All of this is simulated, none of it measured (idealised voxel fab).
Presented below is a process module, voxel self aligned contacts.
Cross-section cut: width 160 nm, square cells of 5 nm.
Reading order for cross-sections: top band down to bottom band. Underlying form: a grid of square cells. Band size: one or more rows of cells. Look at the band entry: it leads with the top's height and the bottom's height in nm. Then it lists the materials left to right, with a width in nm for each. The word "edge to edge" on a single material says that material fills the band edge to edge. The word "empty" is empty space. Basically, 0 is our baseline, since under it the wafer straight out of the box is all one material. The bottom band has no lower end and keeps on going down, so it looks like "0 and below". Per-row width for "30 to 40": begins at first number (top row of band), ends at second number (bottom row), increment between rows held constant. The cross-section has no changed cell in any step marked "all unchanged". Basically, "Voids, enclosed" tells you about the enclosed voids: empty spaces with no open way to the top, 8 cells or bigger, each written width x height at distance, where distance is from the left edge, all in nm. If you see something after the settings on a step's line, that's the simulator's own remark about that step. overlay nm: for a step with a mask, the amount by which the mask lay right of where it was planned; a negative amount means left of it.
Process steps - plan
1: RECEIVE: material Si
2: CONFORMAL_DEP: material SiO2, thk nm 5
3: DIRECTIONAL_DEP: material polySi, thk nm 20
4: DIRECTIONAL_DEP: material SiN, thk nm 15
5: DIRECTIONAL_DEP: material aC, thk nm 15
6: PATTERN: tone cover, mask id GATE, material resist, width nm 30, pitch nm 65, thk nm 30, overlay nm -15
7: DIRECTIONAL_ETCH: etch materials aC, depth nm 15
8: STRIP: etch materials resist
9: DIRECTIONAL_ETCH: etch materials SiN, depth nm 15
10: DIRECTIONAL_ETCH: etch materials polySi, depth nm 20
11: STRIP: etch materials aC
12: CONFORMAL_DEP: material SiN, thk nm 5
13: DIRECTIONAL_ETCH: etch materials SiN, depth nm 5
14: FILL_DEP: material SiO2, thk nm 15
15: CMP: height nm 45
16: DIRECTIONAL_DEP: material aC, thk nm 15
17: PATTERN: tone open, mask id CONTACT, material resist, width nm 45, thk nm 30, overlay nm 0
18: DIRECTIONAL_ETCH: etch materials aC, depth nm 15
19: STRIP: etch materials resist
20: DIRECTIONAL_ETCH: etch materials SiO2, depth nm 45
21: STRIP: etch materials aC
22: CONFORMAL_DEP: material TiN, thk nm 5
23: FILL_DEP: material W, thk nm 10
24: CMP: height nm 45
25: CONFORMAL_DEP: material SiCN, thk nm 5
Same starting wafers, different overlay nm at step 6. Plan value belongs to the first wafer.
After step 1, as received: first of several wafers, cross-section
- 0 and below = Si edge to edge
- Voids, enclosed: none
End of the module, past its last step, step 25: how the first of several wafers looks in cross-section
- 50 down to 45 = SiCN edge to edge
- 45 down to 40 = SiO2 (55); TiN (5); W (10); TiN (30); SiO2 (60)
- 40 down to 25 = SiO2 (10); SiN (40); SiO2 (5); TiN (5); W (10); TiN (5); SiN (40); SiO2 (45)
- 25 down to 5 = SiO2 (10); SiN (5); polySi (30); SiN (5); SiO2 (5); TiN (5); W (10); TiN (5); SiN (5); polySi (30); SiN (5); SiO2 (45)
- 5 down to 0 = SiO2 (55); TiN (20); SiO2 (85)
- 0 and below = Si edge to edge
- Voids, enclosed: none
Cross-sectional depiction of the last of several wafers upon completion of the module
- 50 down to 45 = SiCN edge to edge
- 45 down to 40 = SiO2 (55); TiN (30); W (10); TiN (5); SiO2 (60)
- 40 down to 25 = SiO2 (40); SiN (40); TiN (5); W (10); TiN (5); SiO2 (5); SiN (40); SiO2 (15)
- 25 down to 5 = SiO2 (40); SiN (5); polySi (30); SiN (5); TiN (5); W (10); TiN (5); SiO2 (5); SiN (5); polySi (30); SiN (5); SiO2 (15)
- 5 down to 0 = SiO2 (80); TiN (20); SiO2 (60)
- 0 and below = Si edge to edge
- Voids, enclosed: none
The following table contains a row per wafer, in which are reported, at the conclusion of the module, the cells of each material gained (+) or lost (-) since the wafer's receipt, with its closed voids given thereafter
overlay nm -15; +32 SiCN; +64 SiN; +135 SiO2; +25 TiN; +16 W; +48 polySi; Voids, enclosed: none
overlay nm -10; +32 SiCN; +64 SiN; +127 SiO2; +25 TiN; +24 W; +48 polySi; Voids, enclosed: none
overlay nm -5; +32 SiCN; +64 SiN; +127 SiO2; +25 TiN; +24 W; +48 polySi; Voids, enclosed: none
overlay nm 0; +32 SiCN; +64 SiN; +127 SiO2; +25 TiN; +24 W; +48 polySi; Voids, enclosed: none
overlay nm 5; +32 SiCN; +64 SiN; +127 SiO2; +25 TiN; +24 W; +48 polySi; Voids, enclosed: none
overlay nm 10; +32 SiCN; +64 SiN; +127 SiO2; +25 TiN; +24 W; +48 polySi; Voids, enclosed: none
overlay nm 15; +32 SiCN; +64 SiN; +135 SiO2; +25 TiN; +16 W; +48 polySi; Voids, enclosed: none
